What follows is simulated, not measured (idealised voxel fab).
Title: Process Module voxel self aligned vias
Cross-sectional view cut (width: 220 nm; square cell size: 5 nm).
Format of a cross-section: grid, square cells. Given as bands. Order: top down. Band: one or more rows of cells.
A band entry consists of two parts. The first gives the height of the band's top and the height of its bottom, in nm. The rest lists the band's materials from left to right, each with its width in nm. A single material labelled with the word "edge to edge" fills the band from edge to edge, and the word "blank" marks empty space.
Height datum 0, below which the as-received substrate wafer is one material. Lowest band open at the bottom, running downward: "0 down".
A width given as "30..40" starts at the first number in the band's top row and ends at the second number in its bottom row, shifting by an equal amount at every step from row to row.
"no alteration" means the step left every cell of the cross-section as it was.
The list in "Sealed voids" covers empty spaces of 8 cells or more that cannot reach the top through any open way, and it gives each as width x height at distance; the distance is from the left edge, and width, height and distance are in nm.
Post-settings text on a step line: simulator's own remark regarding the step.
The line of a step may include "overlay nm". On a step with a mask, this value is how far to the right of its planned place the mask lay. A negative value means the mask lay to the left.

**List of planned process steps**
1 RECEIVE,material Si
2 CONFORMAL_DEP,material SiO2,thk nm 10
3 CONFORMAL_DEP,material SiCN,thk nm 5
4 DIRECTIONAL_DEP,material SiO2,thk nm 20
5 MASKED_ETCH,tone open,mask id LINES,width nm 20,pitch nm 65,etch materials SiO2,depth nm 20,overlay nm 0
6 CONFORMAL_DEP,material TiN,thk nm 5
7 FILL_DEP,material Ru,thk nm 5
8 CMP,height nm 35
9 SELECTIVE_ETCH,etch materials W Ru TiN,depth nm 5
10 FILL_DEP,material SiN,thk nm 5
11 CMP,height nm 35
12 DIRECTIONAL_DEP,material SiO2,thk nm 20
13 DIRECTIONAL_DEP,material aC,thk nm 15
14 PATTERN,tone open,mask id VIAS,material resist,width nm 40,pitch nm 130,thk nm 35,overlay nm 0
15 DIRECTIONAL_ETCH,etch materials aC,depth nm 15
16 STRIP,etch materials resist
17 DIRECTIONAL_ETCH,etch materials SiO2,depth nm 20
18 DIRECTIONAL_ETCH,etch materials SiN,depth nm 5
19 STRIP,etch materials aC
20 CONFORMAL_DEP,material TiN,thk nm 5
21 FILL_DEP,material Ru,thk nm 5
22 CMP,height nm 55
23 CONFORMAL_DEP,material SiN,thk nm 5

**Wafer cross-section on receipt, i.e. after step 1**
- 0 down: Si edge to edge
- Sealed voids: none

**Cross-section: first of two wafers, module finished, run according to plan**
- 60 to 55: SiN edge to edge
- 55 to 40: 25 of SiO2  5 of TiN  30 of Ru  5 of TiN  90 of SiO2  5 of TiN  30 of Ru  5 of TiN  25 of SiO2
- 40 to 35: 25 of SiO2  15 of TiN  10 of Ru  15 of TiN  90 of SiO2  15 of TiN  10 of Ru  15 of TiN  25 of SiO2
- 35 to 30: 35 of SiO2  20 of TiN  45 of SiO2  20 of SiN  45 of SiO2  20 of TiN  35 of SiO2
- 30 to 20: 35 of SiO2  5 of TiN  10 of Ru  5 of TiN  45 of SiO2  5 of TiN  10 of Ru  5 of TiN  45 of SiO2  5 of TiN  10 of Ru  5 of TiN  35 of SiO2
- 20 to 15: 35 of SiO2  20 of TiN  45 of SiO2  20 of TiN  45 of SiO2  20 of TiN  35 of SiO2
- 15 to 10: SiCN edge to edge
- 10 to 0: SiO2 edge to edge
- 0 down: Si edge to edge
- Sealed voids: none

**End-of-module cross-section of the second wafer: identical starting point and process plan to the first, with one processing mistake**
- 60 to 55: SiN edge to edge
- 55 to 35: 25 of SiO2  5 of TiN  30 of Ru  5 of TiN  90 of SiO2  5 of TiN  30 of Ru  5 of TiN  25 of SiO2
- 35 to 30: 25 of SiO2  40 of TiN  35 of SiO2  20 of SiN  35 of SiO2  40 of TiN  25 of SiO2
- 30 to 20: 35 of SiO2  5 of TiN  10 of Ru  5 of TiN  45 of SiO2  5 of TiN  10 of Ru  5 of TiN  45 of SiO2  5 of TiN  10 of Ru  5 of TiN  35 of SiO2
- 20 to 15: 35 of SiO2  20 of TiN  45 of SiO2  20 of TiN  45 of SiO2  20 of TiN  35 of SiO2
- 15 to 10: SiCN edge to edge
- 10 to 0: SiO2 edge to edge
- 0 down: Si edge to edge
- Sealed voids: none
Run error: for step 17, the planned setting was not used; the step was instead run as DIRECTIONAL_ETCH,etch materials SiO2,depth nm 25
The second wafer ends with more or fewer cells of some materials than the first, per final count: +8 Ru | -8 SiO2
